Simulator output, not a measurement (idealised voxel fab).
process module | voxel self aligned vias
In the cross-section labelled cut, the width is 225 nm and each square cell is 5 nm.
Just so we're on the same page, the cross-sections are grids of square cells, and they're listed out in bands top to bottom, each band one or more rows deep.
In this notation a band is specified by the heights of its top and bottom, in that order and in nm, after which its materials appear from left to right, each paired with its width in nm. The word "full width" attached to a single material means that material fills the band from edge to edge; the word "empty" stands for empty space.
Heights are reckoned from 0. Under this level, the received wafer is all of one material. The bottommost band is open-ended downward, for example "from 0 down".
The expression "30..40" gives the width at the extremes of the band, the first number at its top row of cells and the second at its bottom row, with the width changing by equal amounts from each row to the next in between.
Step note "same as before" = no cross-section cell changed.
This entry, "Closed empty spaces", enumerates those empty regions of no fewer than 8 cells that possess no open connection to the top. Each region is reported in the form width x height at distance, the distance being taken from the left edge, with all three quantities expressed in nm.
That trailing text on a step's line, after the settings, is the simulator's own remark on the step.
"overlay nm" on a masked step: distance the mask lay right of its planned place, negative for left.

The steps planned for the process are as follows:
1) RECEIVE (material Si)
2) CONFORMAL_DEP (material SiO2; thk nm 15)
3) CONFORMAL_DEP (material SiCN; thk nm 5)
4) DIRECTIONAL_DEP (material SiO2; thk nm 30)
5) DIRECTIONAL_DEP (material aC; thk nm 15)
6) PATTERN (tone open; mask id LINES; material resist; width nm 20; pitch nm 55; thk nm 30; overlay nm 0)
7) DIRECTIONAL_ETCH (etch materials aC; depth nm 15)
8) STRIP (etch materials resist)
9) DIRECTIONAL_ETCH (etch materials SiO2; depth nm 30)
10) STRIP (etch materials aC)
11) CONFORMAL_DEP (material TiN; thk nm 5)
12) FILL_DEP (material Ru; thk nm 5)
13) CMP (height nm 50)
14) SELECTIVE_ETCH (etch materials W Ru TiN; depth nm 5)
15) FILL_DEP (material SiN; thk nm 10)
16) CMP (height nm 50)
17) DIRECTIONAL_DEP (material SiO2; thk nm 15)
18) PATTERN (tone open; mask id VIAS; material resist; width nm 40; pitch nm 55; thk nm 15; overlay nm 0)
19) DIRECTIONAL_ETCH (etch materials SiO2; depth nm 15)
20) DIRECTIONAL_ETCH (etch materials SiN; depth nm 5)
21) STRIP (etch materials resist)
22) CONFORMAL_DEP (material TiN; thk nm 5)
23) FILL_DEP (material Cu; thk nm 5)
24) CMP (height nm 65)
25) CONFORMAL_DEP (material SiN; thk nm 5)

Incoming wafer, cross-sectional view, post step 1:
from 0 down  Si full width
Closed empty spaces: none

Final wafer profile in cross-section after the module, from the same start and plan as above, with one mistake made during processing:
from 70 to 65  SiN full width
from 65 to 50  65 nm SiO2 | 5 nm TiN | 30 nm Cu | 5 nm TiN | 15 nm SiO2 | 5 nm TiN | 30 nm Cu | 5 nm TiN | 65 nm SiO2
from 50 to 45  65 nm SiN | 40 nm TiN | 15 nm SiN | 40 nm TiN | 65 nm SiN
from 45 to 20  75 nm SiO2 | 5 nm TiN | 10 nm Ru | 5 nm TiN | 35 nm SiO2 | 5 nm TiN | 10 nm Ru | 5 nm TiN | 75 nm SiO2
from 20 to 15  75 nm SiO2 | 20 nm TiN | 35 nm SiO2 | 20 nm TiN | 75 nm SiO2
from 15 to 0  SiO2 full width
from 0 down  Si full width
Closed empty spaces: none
What broke from the plan during processing? the plan's step 3 went unexecuted, having been skipped
